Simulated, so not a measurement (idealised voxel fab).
Process module heading - voxel wiring stack
Section shown: cut. Width: 150 nm. Cell size: 5 nm, square.
In this document a cross-section is written as a grid of square cells. It is given as a series of bands, listed from the top down, and a band is one or more rows of cells. Per band: top height and bottom height in nm, followed by the left-to-right materials and their widths in nm; "full width" marks a single material spanning edge to edge, "empty" marks empty space. We count height from 0. Below that, the starting wafer is all one material. The lowest band never ends at the bottom but goes on down; see "0 nm and below" for how that is written. A width such as "30 to 40" changes by the same amount from each row of cells to the next, from the band's top row to its bottom row. Step marked "nothing changed"? Then no cell in the cross-section changed in it. "Enclosed void inventory" specifies each empty space that is not open to the top and that occupies no fewer than 8 cells, using the form width x height at distance, the distance measured from the left edge and all three quantities in nm. That trailing text on a step's line, after the settings, is the simulator's own remark on the step. When a step includes a mask, the "overlay nm" setting on its line states how far to the right of its planned place that mask lay, and negative values state how far to the left.
### This section lists the process steps that were planned
1 RECEIVE (material Si)
2 CONFORMAL_DEP (material SiO2; thk nm 10)
3 DIRECTIONAL_DEP (material TiN; thk nm 5)
4 DIRECTIONAL_DEP (material W; thk nm 20)
5 MASKED_ETCH (tone cover; mask id METAL_1; width nm 20; pitch nm 35; etch materials W; depth nm 20; overlay nm 0)
6 MASKED_ETCH (tone cover; mask id METAL_1; width nm 20; pitch nm 35; etch materials TiN; depth nm 5; overlay nm 0)
7 FILL_DEP (material lowk; thk nm 10)
8 CMP (height nm 35)
9 CONFORMAL_DEP (material SiCN; thk nm 5)
10 DIRECTIONAL_DEP (material SiO2; thk nm 20)
11 MASKED_ETCH (tone open; mask id PLUG_1; width nm 15; etch materials SiO2; depth nm 20; overlay nm 0)
12 MASKED_ETCH (tone open; mask id PLUG_1; width nm 15; etch materials SiCN; depth nm 5; overlay nm 0)
13 CONFORMAL_DEP (material TiN; thk nm 5)
14 FILL_DEP (material Ru; thk nm 5)
15 CMP (height nm 60)
16 CONFORMAL_DEP (material SiCN; thk nm 5)
17 DIRECTIONAL_DEP (material lowk; thk nm 25)
18 DIRECTIONAL_DEP (material aC; thk nm 10)
19 PATTERN (tone open; mask id METAL_2; material resist; width nm 20; pitch nm 35; thk nm 25; overlay nm 0)
20 DIRECTIONAL_ETCH (etch materials aC; depth nm 10)
21 STRIP (etch materials resist)
22 DIRECTIONAL_ETCH (etch materials lowk; depth nm 25)
23 DIRECTIONAL_ETCH (etch materials SiCN; depth nm 5)
24 STRIP (etch materials aC)
25 CONFORMAL_DEP (material TiN; thk nm 5)
26 FILL_DEP (material Ru; thk nm 5)
27 CMP (height nm 90)
28 EPI (material Ru; thk nm 5)
29 FILL_DEP (material SiCN; thk nm 5)
Heads up: all these wafers start the same, and what changes between them is the width nm in step 11. The value you see in the plan is just what the first wafer got.
### As-received state after step 1, first of several wafers, cross-section
- 0 nm and below: Si full width
- Enclosed void inventory: none
### Depicted here is the first of several wafers in cross-section, at module completion following the last step, step 29
- 100 nm to 95 nm: SiCN full width
- 95 nm to 90 nm: SiCN 40 / Ru 30 / SiCN 5 / Ru 30 / SiCN 45
- 90 nm to 65 nm: lowk 45 / TiN 5 / Ru 10 / TiN 5 / lowk 15 / TiN 5 / Ru 10 / TiN 5 / lowk 50
- 65 nm to 60 nm: SiCN 45 / TiN 20 / SiCN 15 / TiN 20 / SiCN 50
- 60 nm to 40 nm: SiO2 45 / TiN 5 / Ru 5 / TiN 5 / SiO2 90
- 40 nm to 35 nm: SiCN 45 / TiN 15 / SiCN 90
- 35 nm to 15 nm: lowk 45 / W 20 / lowk 15 / W 20 / lowk 50
- 15 nm to 10 nm: lowk 45 / TiN 20 / lowk 15 / TiN 20 / lowk 50
- 10 nm to 0 nm: SiO2 full width
- 0 nm and below: Si full width
- Enclosed void inventory: none
### The module's end: a cross-section of the last wafer
- 100 nm to 95 nm: SiCN full width
- 95 nm to 90 nm: SiCN 40 / Ru 30 / SiCN 5 / Ru 30 / SiCN 45
- 90 nm to 65 nm: lowk 45 / TiN 5 / Ru 10 / TiN 5 / lowk 15 / TiN 5 / Ru 10 / TiN 5 / lowk 50
- 65 nm to 60 nm: SiCN 45 / TiN 20 / SiCN 15 / TiN 20 / SiCN 50
- 60 nm to 45 nm: SiO2 40 / TiN 5 / Ru 20 / TiN 5 / SiO2 80
- 45 nm to 40 nm: SiO2 40 / TiN 10 / Ru 5 / TiN 15 / SiO2 80
- 40 nm to 35 nm: SiCN 45 / TiN 15 / SiCN 90
- 35 nm to 15 nm: lowk 45 / W 20 / lowk 15 / W 20 / lowk 50
- 15 nm to 10 nm: lowk 45 / TiN 20 / lowk 15 / TiN 20 / lowk 50
- 10 nm to 0 nm: SiO2 full width
- 0 nm and below: Si full width
- Enclosed void inventory: none
### Gained (+) or lost (-) cells of each material since receipt, then closed voids: one row per wafer, at the end of the module
width nm 15, +36 Ru, +97 SiCN, +168 SiO2, +47 TiN, +32 W, +220 lowk, Enclosed void inventory: none
width nm 20, +39 Ru, +97 SiCN, +164 SiO2, +48 TiN, +32 W, +220 lowk, Enclosed void inventory: none
width nm 25, +42 Ru, +97 SiCN, +160 SiO2, +49 TiN, +32 W, +220 lowk, Enclosed void inventory: none
width nm 30, +45 Ru, +97 SiCN, +156 SiO2, +50 TiN, +32 W, +220 lowk, Enclosed void inventory: none
